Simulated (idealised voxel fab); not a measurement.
Title: Process Module voxel lift off
Section shown: cut. Width: 270 nm. Cell size: 5 nm, square.
Cross-section = grid of square cells, listed top down in bands; band = one or more rows. Heights first: top, then bottom, in nm. Then materials, left to right, each with a width in nm. "everywhere" on a single material: fills the band edge to edge. "empty": empty space. Beneath 0, the wafer as received is one material, and that level is where height counting begins. The lowest band goes on downward without a bottom; it is written like "0..down". Width: "30..40" (first number = top row, second number = bottom row, same change from row to row of cells). Given "everything unchanged" for a step, no cell of the cross-section differs between before and after that step. Any empty space of 8 cells or more lacking an open way to the top shows up in "closed voids" as width x height at distance, distance from the left edge, in nm. Where a step's line continues beyond its settings, the continuation is a remark by the simulator itself on that step. What "overlay nm" on a step's line means: if the step has a mask, that mask lay this far to the right of its planned place, or, when the value is negative, to the left.
### Planned process steps
step 1: RECEIVE: material Si
step 2: CONFORMAL_DEP: material SiO2, thk nm 5
step 3: PATTERN: tone open, mask id LINES, material resist, width nm 15, pitch nm 45, thk nm 30, overlay nm 0
step 4: DIRECTIONAL_DEP: material Ru, thk nm 15
step 5: STRIP: etch materials resist
step 6: CONFORMAL_DEP: material SiCN, thk nm 5
### Cross-section of the wafer upon arrival, representing the state reached after step 1
  0..down = Si everywhere
  closed voids: none
### What the wafer looks like in cross-section after this module, when it starts as shown above and follows the plan above but one mistake is made in running it
  25..10 = 75 of empty, 25 of SiCN, 20 of empty, 25 of SiCN, 20 of empty, 25 of SiCN, 80 of empty
  10..5 = SiCN everywhere
  5..0 = SiO2 everywhere
  0..down = Si everywhere
  closed voids: none
It is concluded that the wafer was processed incorrectly with respect to the plan, in that step 4, actual vs plan mismatch, actual run DIRECTIONAL_DEP: material SiCN, thk nm 15
